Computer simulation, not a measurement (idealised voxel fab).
A process module follows: voxel self aligned contacts.
Section shown: cut. Width: 185 nm. Cell size: 5 nm, square.
This document writes a cross-section as a grid whose cells are square, and gives it as bands, listed from the top down; one or more rows of cells form a band. What a band's entry tells you: where the top is and where the bottom is, as heights in nm, and after that what lies inside, material by material from left to right, each with its width in nm. Empty space is written as the word "blank", and a single material marked with the word "everywhere" occupies the band from edge to edge. Basically, 0 is our baseline, since under it the wafer straight out of the box is all one material. The bottom band has no lower end and keeps on going down, so it looks like "0 nm and below". With a width like "30..40", each row of cells in the band differs from the next by the same amount, the top row carrying the first number and the bottom row the second. No cell of the cross-section changed in a step that is given as "no change". Enclosed voids (no open way to top), threshold 8 cells or more, entry "Closed empty spaces", notation width x height at distance, distance from left edge, nm. Post-settings text on a step line: simulator's own remark regarding the step. overlay nm: for a step with a mask, the amount by which the mask lay right of where it was planned; a negative amount means left of it.
The process steps that were planned are listed below
| 1 | RECEIVE [material Si] |
| 2 | OXIDIZE [depth nm 5] |
| 3 | DIRECTIONAL_DEP [material polySi] [thk nm 25] |
| 4 | DIRECTIONAL_DEP [material SiN] [thk nm 20] |
| 5 | MASKED_ETCH [tone cover] [mask id GATE] [width nm 25] [pitch nm 80] [etch materials SiN] [depth nm 20] [overlay nm 0] |
| 6 | MASKED_ETCH [tone cover] [mask id GATE] [width nm 35] [pitch nm 80] [etch materials polySi] [depth nm 25] [overlay nm 0] |
| 7 | CONFORMAL_DEP [material SiN] [thk nm 10] |
| 8 | DIRECTIONAL_ETCH [etch materials SiN] [depth nm 10] |
| 9 | FILL_DEP [material SiO2] [thk nm 20] |
| 10 | CMP [height nm 55] |
| 11 | PATTERN [tone open] [mask id CONTACT] [material resist] [width nm 55] [thk nm 15] [overlay nm 0] |
| 12 | DIRECTIONAL_ETCH [etch materials SiO2] [depth nm 60] |
| 13 | STRIP [etch materials resist] |
| 14 | CONFORMAL_DEP [material TiN] [thk nm 5] |
| 15 | FILL_DEP [material Ru] [thk nm 10] |
| 16 | CMP [height nm 55] |
| 17 | CONFORMAL_DEP [material SiCN] [thk nm 5] |
The wafers are alike at the start. At step 5, their width nm differs. The plan lists the first wafer's value.
Incoming state of the first of several wafers in cross-section: after step 1
> 0 nm and below: Si everywhere
> Closed empty spaces: none
Below: a row per wafer. Contents at end of module: for every material, cells gained since receipt (+) or lost since receipt (-); then closed voids
width nm 25, +47 Ru, -37 Si, +37 SiCN, +112 SiN, +182 SiO2, +33 TiN, +70 polySi, Closed empty spaces: none
width nm 30, +43 Ru, -37 Si, +37 SiCN, +120 SiN, +178 SiO2, +33 TiN, +70 polySi, Closed empty spaces: none
width nm 35, +39 Ru, -37 Si, +37 SiCN, +128 SiN, +174 SiO2, +33 TiN, +70 polySi, Closed empty spaces: none
width nm 40, +29 Ru, -37 Si, +37 SiCN, +136 SiN, +166 SiO2, +33 TiN, +80 polySi, Closed empty spaces: none
width nm 45, +19 Ru, -37 Si, +37 SiCN, +144 SiN, +158 SiO2, +33 TiN, +90 polySi, Closed empty spaces: none
width nm 50, +9 Ru, -37 Si, +37 SiCN, +152 SiN, +150 SiO2, +33 TiN, +100 polySi, Closed empty spaces: none
